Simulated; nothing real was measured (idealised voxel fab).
Process module in this document: voxel wiring stack
The figure presents cross-section cut, which has a width of 255 nm and is divided into square cells with an edge length of 5 nm.
Format of a cross-section: grid, square cells. Given as bands. Order: top down. Band: one or more rows of cells.
Within each band entry, the heights of the top and of the bottom of the band appear first, in that order and in nm; the materials of the band then follow from left to right, each with its corresponding width in nm. The designation "full width" on a single material indicates that it fills the band from edge to edge; the designation "air" indicates empty space.
Measure heights from 0. That's the level where, below it, the as-received wafer is all one material. The lowest band is bottomless and extends downward; write it as in "z 0 and below".
Width: "30 to 40" (first number = top row, second number = bottom row, same change from row to row of cells).
The cross-section has no changed cell in any step marked "same as before".
"Enclosed void inventory" contains a list of empty spaces, each no smaller than 8 cells and without an open way to the top, written in the form width x height at distance with the distance from the left edge and all three in nm.
On each step's line, the part that comes after the settings is the simulator's own comment on the step.
For masked steps, "overlay nm" on the step line gives how far right of plan the mask actually lay; a minus sign means it lay to the left.

Here's what the planned process steps look like
1) op RECEIVE | material Si
2) op CONFORMAL_DEP | material SiO2 | thk nm 15
3) op CONFORMAL_DEP | material SiN | thk nm 5
4) op DIRECTIONAL_DEP | material lowk | thk nm 25
5) op MASKED_ETCH | tone open | mask id METAL_1 | width nm 30 | pitch nm 50 | etch materials lowk | depth nm 25 | overlay nm 0
6) op MASKED_ETCH | tone open | mask id METAL_1 | width nm 30 | pitch nm 50 | etch materials SiN | depth nm 5 | overlay nm 0
7) op CONFORMAL_DEP | material TiN | thk nm 5
8) op FILL_DEP | material Cu | thk nm 10
9) op CMP | height nm 45
10) op CONFORMAL_DEP | material SiCN | thk nm 5
11) op DIRECTIONAL_DEP | material SiO2 | thk nm 25
12) op MASKED_ETCH | tone open | mask id METAL_2_HOLES | width nm 15 | pitch nm 50 | etch materials SiO2 | depth nm 25 | overlay nm 0
13) op MASKED_ETCH | tone open | mask id METAL_2 | width nm 30 | pitch nm 50 | etch materials SiO2 | depth nm 15 | overlay nm 0
14) op MASKED_ETCH | tone open | mask id METAL_2 | width nm 30 | pitch nm 50 | etch materials SiCN | depth nm 5 | overlay nm 0
15) op CONFORMAL_DEP | material TiN | thk nm 5
16) op FILL_DEP | material Cu | thk nm 10
17) op CMP | height nm 75
18) op CONFORMAL_DEP | material SiCN | thk nm 5
19) op DIRECTIONAL_DEP | material lowk | thk nm 30
20) op MASKED_ETCH | tone open | mask id METAL_3 | width nm 30 | pitch nm 50 | etch materials lowk | depth nm 15 | overlay nm 0
21) op MASKED_ETCH | tone open | mask id METAL_3_HOLES | width nm 15 | pitch nm 50 | etch materials lowk | depth nm 15 | overlay nm 0
22) op MASKED_ETCH | tone open | mask id METAL_3_HOLES | width nm 15 | pitch nm 50 | etch materials SiCN | depth nm 5 | overlay nm 0
23) op CONFORMAL_DEP | material TiN | thk nm 5
24) op FILL_DEP | material Cu | thk nm 5
25) op CMP | height nm 110
26) op CONFORMAL_DEP | material SiN | thk nm 5

The first wafer of two, processed as planned

Wafer at receipt (post step 1), cross-section
* z 0 and below  Si full width
* Enclosed void inventory: none

Once step 2 is through, the wafer looks like this in cross-section
* z 15 to 0  SiO2 full width
* Under 0: no change, same as before.

Once step 3 is through, the wafer looks like this in cross-section
* z 20 to 15  SiN full width
* Under 15: no change, same as before.

Once step 4 is through, the wafer looks like this in cross-section
* z 45 to 20  lowk full width
* Under 20: no change, same as before.

Once step 5 is through, the wafer looks like this in cross-section
* z 45 to 20  lowk: 35 | air: 30 | lowk: 20 | air: 30 | lowk: 20 | air: 30 | lowk: 20 | air: 30 | lowk: 40
* Under 20: no change, same as before.

Once step 6 is through, the wafer looks like this in cross-section
* z 45 to 20  lowk: 35 | air: 30 | lowk: 20 | air: 30 | lowk: 20 | air: 30 | lowk: 20 | air: 30 | lowk: 40
* z 20 to 15  SiN: 35 | air: 30 | SiN: 20 | air: 30 | SiN: 20 | air: 30 | SiN: 20 | air: 30 | SiN: 40
* Under 15: no change, same as before.

Once step 7 is through, the wafer looks like this in cross-section
* z 50 to 45  TiN: 40 | air: 20 | TiN: 30 | air: 20 | TiN: 30 | air: 20 | TiN: 30 | air: 20 | TiN: 45
* z 45 to 20  lowk: 35 | TiN: 5 | air: 20 | TiN: 5 | lowk: 20 | TiN: 5 | air: 20 | TiN: 5 | lowk: 20 | TiN: 5 | air: 20 | TiN: 5 | lowk: 20 | TiN: 5 | air: 20 | TiN: 5 | lowk: 40
* z 20 to 15  SiN: 35 | TiN: 30 | SiN: 20 | TiN: 30 | SiN: 20 | TiN: 30 | SiN: 20 | TiN: 30 | SiN: 40
* Under 15: no change, same as before.

Once step 8 is through, the wafer looks like this in cross-section
* z 60 to 50  Cu full width
* z 50 to 45  TiN: 40 | Cu: 20 | TiN: 30 | Cu: 20 | TiN: 30 | Cu: 20 | TiN: 30 | Cu: 20 | TiN: 45
* z 45 to 20  lowk: 35 | TiN: 5 | Cu: 20 | TiN: 5 | lowk: 20 | TiN: 5 | Cu: 20 | TiN: 5 | lowk: 20 | TiN: 5 | Cu: 20 | TiN: 5 | lowk: 20 | TiN: 5 | Cu: 20 | TiN: 5 | lowk: 40
* Under 20: no change, same as before.

Once step 9 is through, the wafer looks like this in cross-section
* z 45 to 20  lowk: 35 | TiN: 5 | Cu: 20 | TiN: 5 | lowk: 20 | TiN: 5 | Cu: 20 | TiN: 5 | lowk: 20 | TiN: 5 | Cu: 20 | TiN: 5 | lowk: 20 | TiN: 5 | Cu: 20 | TiN: 5 | lowk: 40
* Under 20: no change, same as before.

Once step 10 is through, the wafer looks like this in cross-section
* z 50 to 45  SiCN full width
* Under 45: no change, same as before.

Once step 11 is through, the wafer looks like this in cross-section
* z 75 to 50  SiO2 full width
* Under 50: no change, same as before.

Once step 12 is through, the wafer looks like this in cross-section
* z 75 to 50  SiO2: 35 | air: 15 | SiO2: 35 | air: 15 | SiO2: 35 | air: 15 | SiO2: 35 | air: 15 | SiO2: 55
* Under 50: no change, same as before.

Once step 13 is through, the wafer looks like this in cross-section
* z 75 to 60  SiO2: 35 | air: 30 | SiO2: 20 | air: 30 | SiO2: 20 | air: 30 | SiO2: 20 | air: 30 | SiO2: 40
* Under 60: no change, same as before.

Once step 14 is through, the wafer looks like this in cross-section
* z 75 to 60  SiO2: 35 | air: 30 | SiO2: 20 | air: 30 | SiO2: 20 | air: 30 | SiO2: 20 | air: 30 | SiO2: 40
* z 60 to 50  SiO2: 35 | air: 15 | SiO2: 35 | air: 15 | SiO2: 35 | air: 15 | SiO2: 35 | air: 15 | SiO2: 55
* z 50 to 45  SiCN: 35 | air: 15 | SiCN: 35 | air: 15 | SiCN: 35 | air: 15 | SiCN: 35 | air: 15 | SiCN: 55
* Under 45: no change, same as before.

Once step 15 is through, the wafer looks like this in cross-section
* z 80 to 75  TiN: 40 | air: 20 | TiN: 30 | air: 20 | TiN: 30 | air: 20 | TiN: 30 | air: 20 | TiN: 45
* z 75 to 65  SiO2: 35 | TiN: 5 | air: 20 | TiN: 5 | SiO2: 20 | TiN: 5 | air: 20 | TiN: 5 | SiO2: 20 | TiN: 5 | air: 20 | TiN: 5 | SiO2: 20 | TiN: 5 | air: 20 | TiN: 5 | SiO2: 40
* z 65 to 60  SiO2: 35 | TiN: 5 | air: 5 | TiN: 20 | SiO2: 20 | TiN: 5 | air: 5 | TiN: 20 | SiO2: 20 | TiN: 5 | air: 5 | TiN: 20 | SiO2: 20 | TiN: 5 | air: 5 | TiN: 20 | SiO2: 40
* z 60 to 50  SiO2: 35 | TiN: 5 | air: 5 | TiN: 5 | SiO2: 35 | TiN: 5 | air: 5 | TiN: 5 | SiO2: 35 | TiN: 5 | air: 5 | TiN: 5 | SiO2: 35 | TiN: 5 | air: 5 | TiN: 5 | SiO2: 55
* z 50 to 45  SiCN: 35 | TiN: 15 | SiCN: 35 | TiN: 15 | SiCN: 35 | TiN: 15 | SiCN: 35 | TiN: 15 | SiCN: 55
* Under 45: no change, same as before.

Once step 16 is through, the wafer looks like this in cross-section
* z 90 to 80  Cu full width
* z 80 to 75  TiN: 40 | Cu: 20 | TiN: 30 | Cu: 20 | TiN: 30 | Cu: 20 | TiN: 30 | Cu: 20 | TiN: 45
* z 75 to 65  SiO2: 35 | TiN: 5 | Cu: 20 | TiN: 5 | SiO2: 20 | TiN: 5 | Cu: 20 | TiN: 5 | SiO2: 20 | TiN: 5 | Cu: 20 | TiN: 5 | SiO2: 20 | TiN: 5 | Cu: 20 | TiN: 5 | SiO2: 40
* z 65 to 60  SiO2: 35 | TiN: 5 | Cu: 5 | TiN: 20 | SiO2: 20 | TiN: 5 | Cu: 5 | TiN: 20 | SiO2: 20 | TiN: 5 | Cu: 5 | TiN: 20 | SiO2: 20 | TiN: 5 | Cu: 5 | TiN: 20 | SiO2: 40
* z 60 to 50  SiO2: 35 | TiN: 5 | Cu: 5 | TiN: 5 | SiO2: 35 | TiN: 5 | Cu: 5 | TiN: 5 | SiO2: 35 | TiN: 5 | Cu: 5 | TiN: 5 | SiO2: 35 | TiN: 5 | Cu: 5 | TiN: 5 | SiO2: 55
* Under 50: no change, same as before.

Once step 17 is through, the wafer looks like this in cross-section
* z 75 to 65  SiO2: 35 | TiN: 5 | Cu: 20 | TiN: 5 | SiO2: 20 | TiN: 5 | Cu: 20 | TiN: 5 | SiO2: 20 | TiN: 5 | Cu: 20 | TiN: 5 | SiO2: 20 | TiN: 5 | Cu: 20 | TiN: 5 | SiO2: 40
* Under 65: no change, same as before.

Once step 18 is through, the wafer looks like this in cross-section
* z 80 to 75  SiCN full width
* Under 75: no change, same as before.

Once step 19 is through, the wafer looks like this in cross-section
* z 110 to 80  lowk full width
* Under 80: no change, same as before.

Once step 20 is through, the wafer looks like this in cross-section
* z 110 to 95  lowk: 35 | air: 30 | lowk: 20 | air: 30 | lowk: 20 | air: 30 | lowk: 20 | air: 30 | lowk: 40
* Under 95: no change, same as before.

Once step 21 is through, the wafer looks like this in cross-section
* z 110 to 95  lowk: 35 | air: 30 | lowk: 20 | air: 30 | lowk: 20 | air: 30 | lowk: 20 | air: 30 | lowk: 40
* z 95 to 80  lowk: 35 | air: 15 | lowk: 35 | air: 15 | lowk: 35 | air: 15 | lowk: 35 | air: 15 | lowk: 55
* Under 80: no change, same as before.

Once step 22 is through, the wafer looks like this in cross-section
* z 110 to 95  lowk: 35 | air: 30 | lowk: 20 | air: 30 | lowk: 20 | air: 30 | lowk: 20 | air: 30 | lowk: 40
* z 95 to 80  lowk: 35 | air: 15 | lowk: 35 | air: 15 | lowk: 35 | air: 15 | lowk: 35 | air: 15 | lowk: 55
* z 80 to 75  SiCN: 35 | air: 15 | SiCN: 35 | air: 15 | SiCN: 35 | air: 15 | SiCN: 35 | air: 15 | SiCN: 55
* Under 75: no change, same as before.

Once step 23 is through, the wafer looks like this in cross-section
* z 115 to 110  TiN: 40 | air: 20 | TiN: 30 | air: 20 | TiN: 30 | air: 20 | TiN: 30 | air: 20 | TiN: 45
* z 110 to 100  lowk: 35 | TiN: 5 | air: 20 | TiN: 5 | lowk: 20 | TiN: 5 | air: 20 | TiN: 5 | lowk: 20 | TiN: 5 | air: 20 | TiN: 5 | lowk: 20 | TiN: 5 | air: 20 | TiN: 5 | lowk: 40
* z 100 to 95  lowk: 35 | TiN: 5 | air: 5 | TiN: 20 | lowk: 20 | TiN: 5 | air: 5 | TiN: 20 | lowk: 20 | TiN: 5 | air: 5 | TiN: 20 | lowk: 20 | TiN: 5 | air: 5 | TiN: 20 | lowk: 40
* z 95 to 80  lowk: 35 | TiN: 5 | air: 5 | TiN: 5 | lowk: 35 | TiN: 5 | air: 5 | TiN: 5 | lowk: 35 | TiN: 5 | air: 5 | TiN: 5 | lowk: 35 | TiN: 5 | air: 5 | TiN: 5 | lowk: 55
* z 80 to 75  SiCN: 35 | TiN: 15 | SiCN: 35 | TiN: 15 | SiCN: 35 | TiN: 15 | SiCN: 35 | TiN: 15 | SiCN: 55
* Under 75: no change, same as before.

Once step 24 is through, the wafer looks like this in cross-section
* z 120 to 115  Cu full width
* z 115 to 110  TiN: 40 | Cu: 20 | TiN: 30 | Cu: 20 | TiN: 30 | Cu: 20 | TiN: 30 | Cu: 20 | TiN: 45
* z 110 to 100  lowk: 35 | TiN: 5 | Cu: 20 | TiN: 5 | lowk: 20 | TiN: 5 | Cu: 20 | TiN: 5 | lowk: 20 | TiN: 5 | Cu: 20 | TiN: 5 | lowk: 20 | TiN: 5 | Cu: 20 | TiN: 5 | lowk: 40
* z 100 to 95  lowk: 35 | TiN: 5 | Cu: 5 | TiN: 20 | lowk: 20 | TiN: 5 | Cu: 5 | TiN: 20 | lowk: 20 | TiN: 5 | Cu: 5 | TiN: 20 | lowk: 20 | TiN: 5 | Cu: 5 | TiN: 20 | lowk: 40
* z 95 to 80  lowk: 35 | TiN: 5 | Cu: 5 | TiN: 5 | lowk: 35 | TiN: 5 | Cu: 5 | TiN: 5 | lowk: 35 | TiN: 5 | Cu: 5 | TiN: 5 | lowk: 35 | TiN: 5 | Cu: 5 | TiN: 5 | lowk: 55
* Under 80: no change, same as before.

Once step 25 is through, the wafer looks like this in cross-section
* z 110 to 100  lowk: 35 | TiN: 5 | Cu: 20 | TiN: 5 | lowk: 20 | TiN: 5 | Cu: 20 | TiN: 5 | lowk: 20 | TiN: 5 | Cu: 20 | TiN: 5 | lowk: 20 | TiN: 5 | Cu: 20 | TiN: 5 | lowk: 40
* Under 100: no change, same as before.

Once step 26 is through, the wafer looks like this in cross-section
* z 115 to 110  SiN full width
* Under 110: no change, same as before.

Second wafer, same starting conditions and recipe as the first, one mistake in executing it, nothing differs from the first up to and including step 20

What the second wafer looks like in cross-section when step 21 should have wrapped up
* z 110 to 95  lowk: 30 | air: 35 | lowk: 15 | air: 35 | lowk: 15 | air: 35 | lowk: 15 | air: 35 | lowk: 40
* z 95 to 80  lowk: 35 | air: 10 | lowk: 40 | air: 10 | lowk: 40 | air: 10 | lowk: 40 | air: 10 | lowk: 60
* Under 80: no change, same as before.

What the second wafer looks like in cross-section when step 22 should have wrapped up
* z 110 to 95  lowk: 30 | air: 35 | lowk: 15 | air: 35 | lowk: 15 | air: 35 | lowk: 15 | air: 35 | lowk: 40
* z 95 to 80  lowk: 35 | air: 10 | lowk: 40 | air: 10 | lowk: 40 | air: 10 | lowk: 40 | air: 10 | lowk: 60
* z 80 to 75  SiCN: 35 | air: 10 | SiCN: 40 | air: 10 | SiCN: 40 | air: 10 | SiCN: 40 | air: 10 | SiCN: 60
* Under 75: no change, same as before.

What the second wafer looks like in cross-section when step 23 should have wrapped up
* z 115 to 110  TiN: 35 | air: 25 | TiN: 25 | air: 25 | TiN: 25 | air: 25 | TiN: 25 | air: 25 | TiN: 45
* z 110 to 100  lowk: 30 | TiN: 5 | air: 25 | TiN: 5 | lowk: 15 | TiN: 5 | air: 25 | TiN: 5 | lowk: 15 | TiN: 5 | air: 25 | TiN: 5 | lowk: 15 | TiN: 5 | air: 25 | TiN: 5 | lowk: 40
* z 100 to 95  lowk: 30 | TiN: 35 | lowk: 15 | TiN: 35 | lowk: 15 | TiN: 35 | lowk: 15 | TiN: 35 | lowk: 40
* z 95 to 80  lowk: 35 | TiN: 10 | lowk: 40 | TiN: 10 | lowk: 40 | TiN: 10 | lowk: 40 | TiN: 10 | lowk: 60
* z 80 to 75  SiCN: 35 | TiN: 10 | SiCN: 40 | TiN: 10 | SiCN: 40 | TiN: 10 | SiCN: 40 | TiN: 10 | SiCN: 60
* Under 75: no change, same as before.

What the second wafer looks like in cross-section when step 24 should have wrapped up
* z 120 to 115  Cu full width
* z 115 to 110  TiN: 35 | Cu: 25 | TiN: 25 | Cu: 25 | TiN: 25 | Cu: 25 | TiN: 25 | Cu: 25 | TiN: 45
* z 110 to 100  lowk: 30 | TiN: 5 | Cu: 25 | TiN: 5 | lowk: 15 | TiN: 5 | Cu: 25 | TiN: 5 | lowk: 15 | TiN: 5 | Cu: 25 | TiN: 5 | lowk: 15 | TiN: 5 | Cu: 25 | TiN: 5 | lowk: 40
* Under 100: no change, same as before.

What the second wafer looks like in cross-section when step 25 should have wrapped up
* z 110 to 100  lowk: 30 | TiN: 5 | Cu: 25 | TiN: 5 | lowk: 15 | TiN: 5 | Cu: 25 | TiN: 5 | lowk: 15 | TiN: 5 | Cu: 25 | TiN: 5 | lowk: 15 | TiN: 5 | Cu: 25 | TiN: 5 | lowk: 40
* Under 100: no change, same as before.

What the second wafer looks like in cross-section when step 26 should have wrapped up
* z 115 to 110  SiN full width
* Under 110: no change, same as before.
Heads up, the wafer didn't run the way we planned it: it should be noted that step 21 was executed with settings other than those planned, the operation and settings actually applied being op MASKED_ETCH | tone open | mask id METAL_3_HOLES | width nm 15 | pitch nm 50 | etch materials lowk | depth nm 15 | overlay nm -5
Wrapping up, a cell-based count of both wafers puts the second over or under the first for these materials: Cu -8 | SiCN +4 | TiN +4
